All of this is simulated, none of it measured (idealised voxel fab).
This section sets out a process module, namely voxel self aligned contacts.
Each square cell in cross-section cut measures 5 nm, and the section as a whole is 250 nm wide.
Heads up, the way a cross-section reads in here is a grid of square cells, handed over as bands from the top down, with every band being one or more rows of cells.
The band entry comprises the height of the band's top followed by the height of its bottom, expressed in nm, and subsequently the band's materials from left to right, each stated together with its width in nm. Where a single material is marked with the word "full width", that material fills the band from edge to edge. The word "empty" represents empty space.
Height reference: 0 = level under which incoming wafer is all one material. Lowest band: no bottom, runs on downward, e.g. "0..down".
Width spec "30 to 40" -> top row of cells at first value, bottom row at second value, equal per-row change in between.
The cross-section has no changed cell in any step marked "nothing changed".
"Tabulated closed voids" means: voids of 8 cells or more that are shut off from the top with no open way through. Written width x height at distance, distance from the left edge, in nm.
Where a step's line continues beyond its settings, the continuation is a remark by the simulator itself on that step.
Steps that use a mask can have "overlay nm" on their line. It says how far the mask sat to the right of where it was meant to be. Negative means to the left.
### List of planned process steps
1: RECEIVE: material Si
2: OXIDIZE: depth nm 5
3: DIRECTIONAL_DEP: material polySi, thk nm 30
4: DIRECTIONAL_DEP: material SiN, thk nm 20
5: PATTERN: tone cover, mask id GATE, material resist, width nm 25, pitch nm 60, thk nm 15, overlay nm 0
6: DIRECTIONAL_ETCH: etch materials SiN, depth nm 20
7: DIRECTIONAL_ETCH: etch materials polySi, depth nm 30
8: STRIP: etch materials resist
9: CONFORMAL_DEP: material SiN, thk nm 10
10: DIRECTIONAL_ETCH: etch materials SiN, depth nm 10
11: FILL_DEP: material SiO2, thk nm 10
12: CMP: height nm 55
13: DIRECTIONAL_DEP: material aC, thk nm 15
14: PATTERN: tone open, mask id CONTACT, material resist, width nm 45, thk nm 35, overlay nm 0
15: DIRECTIONAL_ETCH: etch materials aC, depth nm 15
16: STRIP: etch materials resist
17: DIRECTIONAL_ETCH: etch materials SiO2, depth nm 60
18: STRIP: etch materials aC
19: CONFORMAL_DEP: material TiN, thk nm 5
20: FILL_DEP: material W, thk nm 10
21: CMP: height nm 55
22: CONFORMAL_DEP: material SiCN, thk nm 5
### Wafer at receipt (post step 1), cross-section
  0..down  Si full width
  Tabulated closed voids: none
### This is how the wafer looks in cross-section once the module is done, given the starting state and plan above and one mistake in carrying the plan out
  60..55  SiCN full width
  55..35  SiO2=70  SiN=10  polySi=25  SiN=10  TiN=5  W=5  TiN=5  SiN=10  polySi=25  SiN=10  SiO2=75
  35..30  SiO2=70  SiN=10  polySi=25  SiN=10  TiN=15  SiN=10  polySi=25  SiN=10  SiO2=75
  30..0  polySi full width
  0..-5  SiO2 full width
  -5..down  Si full width
  Tabulated closed voids: none
Error vs. plan: the plan had its step 3 run twice
